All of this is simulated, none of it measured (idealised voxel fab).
process module | voxel double patterning
cross-section cut | 170 nm wide | cells 5 nm
A cross-section is a grid of square cells, given in bands from the top down. A band is one or more rows of cells.
Each band's line starts with the height of the band's top and of its bottom, in nm. Then come its materials from left to right, each with its width in nm. One material with "throughout" fills the band from edge to edge. "air" is empty space.
Height 0 is the level under which the wafer as received is all one material. The lowest band goes on downwards, as in "0 down".
A width such as "30 to 40" changes by the same amount from each row of cells to the next, from the band's top row to its bottom row.
"no change" after a step means that no cell of the cross-section changed.
closed voids: empty space of 8 cells or more with no open way to the top, each as width x height at its distance from the left edge, in nm
after a step's settings: what the simulator itself notes on the step
overlay nm, on a step with a mask: how far to the right of its planned place the mask lay; to the left if negative
plan
1 op RECEIVE | material Si
2 op CONFORMAL_DEP | material SiN | thk nm 10
3 op DIRECTIONAL_DEP | material SiO2 | thk nm 10
4 op DIRECTIONAL_DEP | material SiCN | thk nm 5
5 op MASKED_ETCH | tone open | mask id FIRST | width nm 15 | pitch nm 50 | etch materials SiCN | depth nm 5 | overlay nm 0
6 op PATTERN | tone open | mask id SECOND | material resist | width nm 15 | thk nm 20 | overlay nm 0
7 op DIRECTIONAL_ETCH | etch materials SiCN | depth nm 5
8 op STRIP | etch materials resist
9 op DIRECTIONAL_ETCH | etch materials SiO2 | depth nm 10
10 op STRIP | etch materials SiCN
as received, after step 1
  0 down: Si throughout
  closed voids: none
a wafer at the end: this start, this plan, one mistake
  25 to 15: SiO2 50 | air 15 | SiO2 10 | air 15 | SiO2 10 | air 15 | SiO2 55
  15 to 10: SiO2 throughout
  10 to 0: SiN throughout
  0 down: Si throughout
  closed voids: none
what went wrong: step 3 ran as: op DIRECTIONAL_DEP | material SiO2 | thk nm 15
